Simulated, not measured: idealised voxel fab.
This section sets out a process module, namely voxel trench capacitor.
The figure presents cross-section cut, which has a width of 215 nm and is divided into square cells with an edge length of 5 nm.
Notation: cross-section as square-cell grid; stated in bands, top first, going down; one or more cell rows per band. First you get the band's top height and its bottom height, in nm, and then the materials it's made of, left to right, with each width in nm. If you see a single material with "all across", that one covers the band edge to edge. "air" is empty space. Counting heights begins at 0, where everything beneath is, in the wafer as received, one material. The lowest band has no bottom; it goes on downwards, as "0 -> down" shows. With a width like "30->40", each row of cells in the band differs from the next by the same amount, the top row carrying the first number and the bottom row the second. The cross-section has no changed cell in any step marked "no modification". Each empty space that has no open way to the top and spans at least 8 cells appears under "Unvented cavities" as width x height at distance, the distance counted from the left edge, all in nm. Step line, after settings: the simulator's comment on this step. What "overlay nm" on a step's line means: if the step has a mask, that mask lay this far to the right of its planned place, or, when the value is negative, to the left.
Intended process steps
1: RECEIVE, material Si
2: CONFORMAL_DEP, material SiN, thk nm 10
3: DIRECTIONAL_DEP, material aC, thk nm 15
4: PATTERN, tone open, mask id TRENCH, material resist, width nm 30, pitch nm 50, thk nm 30, overlay nm 0
5: DIRECTIONAL_ETCH, etch materials aC, depth nm 5
6: STRIP, etch materials resist
7: DIRECTIONAL_ETCH, etch materials SiN, depth nm 10
8: DIRECTIONAL_ETCH, etch materials Si, depth nm 35
9: STRIP, etch materials aC
10: CONFORMAL_DEP, material HfO2, thk nm 5
11: CONFORMAL_DEP, material TiN, thk nm 5
12: FILL_DEP, material W, thk nm 10
13: CMP, height nm 10
Keep in mind the plan's value for the depth nm of step 5 comes from the first wafer; the wafers don't share that setting, but they do share the same starting point.
After step 1, as received: first of several wafers, cross-section
- 0 -> down = Si all across
- Unvented cavities: none
Once step 13, the last step, is complete, the module is at its end; this is the cross-section of the first of several wafers
- 10 -> 0 = SiN all across
- 0 -> down = Si all across
- Unvented cavities: none
End of module: cross-section, last of several wafers
- 10 -> 0 = SiN: 15; HfO2: 5; TiN: 5; W: 10; TiN: 5; HfO2: 5; SiN: 20; HfO2: 5; TiN: 5; W: 10; TiN: 5; HfO2: 5; SiN: 20; HfO2: 5; TiN: 5; W: 10; TiN: 5; HfO2: 5; SiN: 20; HfO2: 5; TiN: 5; W: 10; TiN: 5; HfO2: 5; SiN: 20
- 0 -> -25 = Si: 15; HfO2: 5; TiN: 5; W: 10; TiN: 5; HfO2: 5; Si: 20; HfO2: 5; TiN: 5; W: 10; TiN: 5; HfO2: 5; Si: 20; HfO2: 5; TiN: 5; W: 10; TiN: 5; HfO2: 5; Si: 20; HfO2: 5; TiN: 5; W: 10; TiN: 5; HfO2: 5; Si: 20
- -25 -> -30 = Si: 15; HfO2: 5; TiN: 20; HfO2: 5; Si: 20; HfO2: 5; TiN: 20; HfO2: 5; Si: 20; HfO2: 5; TiN: 20; HfO2: 5; Si: 20; HfO2: 5; TiN: 20; HfO2: 5; Si: 20
- -30 -> -35 = Si: 15; HfO2: 30; Si: 20; HfO2: 30; Si: 20; HfO2: 30; Si: 20; HfO2: 30; Si: 20
- -35 -> down = Si all across
- Unvented cavities: none
Wafer rows, end of module: cells per material gained (+) or lost (-) since receipt; closed voids last
depth nm 5, +86 SiN, Unvented cavities: none
depth nm 10, +86 SiN, Unvented cavities: none
depth nm 15, +88 HfO2, -168 Si, +38 SiN, +72 TiN, +56 W, Unvented cavities: none
depth nm 20, +88 HfO2, -168 Si, +38 SiN, +72 TiN, +56 W, Unvented cavities: none
depth nm 25, +88 HfO2, -168 Si, +38 SiN, +72 TiN, +56 W, Unvented cavities: none
depth nm 30, +88 HfO2, -168 Si, +38 SiN, +72 TiN, +56 W, Unvented cavities: none
